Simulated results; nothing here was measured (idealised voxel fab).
process module | voxel self aligned contacts
cross-section cut | 235 nm wide | cells 5 nm
A cross-section is a grid of square cells, given in bands from the top down. A band is one or more rows of cells.
Each band's line starts with the height of the band's top and of its bottom, in nm. Then come its materials from left to right, each with its width in nm. One material with "throughout" fills the band from edge to edge. "air" is empty space.
Height 0 is the level under which the wafer as received is all one material. The lowest band goes on downwards, as in "0 down".
A width such as "30 to 40" changes by the same amount from each row of cells to the next, from the band's top row to its bottom row.
"no change" after a step means that no cell of the cross-section changed.
closed voids: empty space of 8 cells or more with no open way to the top, each as width x height at its distance from the left edge, in nm
after a step's settings: what the simulator itself notes on the step
overlay nm, on a step with a mask: how far to the right of its planned place the mask lay; to the left if negative
plan
1 op RECEIVE | material Si
2 op CONFORMAL_DEP | material SiO2 | thk nm 5
3 op DIRECTIONAL_DEP | material polySi | thk nm 25
4 op DIRECTIONAL_DEP | material SiN | thk nm 20
5 op DIRECTIONAL_DEP | material aC | thk nm 10
6 op PATTERN | tone cover | mask id GATE | material resist | width nm 35 | pitch nm 60 | thk nm 30 | overlay nm 0
7 op DIRECTIONAL_ETCH | etch materials aC | depth nm 10
8 op STRIP | etch materials resist
9 op DIRECTIONAL_ETCH | etch materials SiN | depth nm 20
10 op DIRECTIONAL_ETCH | etch materials polySi | depth nm 25
11 op STRIP | etch materials aC
12 op CONFORMAL_DEP | material SiN | thk nm 5
13 op DIRECTIONAL_ETCH | etch materials SiN | depth nm 5
14 op FILL_DEP | material SiO2 | thk nm 15
15 op CMP | height nm 55
16 op DIRECTIONAL_DEP | material aC | thk nm 15
17 op PATTERN | tone open | mask id CONTACT | material resist | width nm 35 | pitch nm 60 | thk nm 35 | overlay nm 0
18 op DIRECTIONAL_ETCH | etch materials aC | depth nm 15
19 op STRIP | etch materials resist
20 op DIRECTIONAL_ETCH | etch materials SiO2 | depth nm 55
21 op STRIP | etch materials aC
22 op CONFORMAL_DEP | material TiN | thk nm 5
23 op FILL_DEP | material W | thk nm 10
24 op CMP | height nm 55
25 op CONFORMAL_DEP | material SiN | thk nm 5
varied across the wafers: width nm of step 17. The plan shows the first wafer's value. All wafers start alike
first wafer as received, after step 1
  0 down: Si throughout
  closed voids: none
each wafer at the end: cells of each material gained (+) or lost (-) since it was received, then its closed voids
width nm 35 | +185 SiN | +200 SiO2 | +54 TiN | +20 W | +105 polySi | closed voids: none
width nm 40 | +185 SiN | +198 SiO2 | +56 TiN | +20 W | +105 polySi | closed voids: none
width nm 45 | +185 SiN | +196 SiO2 | +58 TiN | +20 W | +105 polySi | closed voids: none
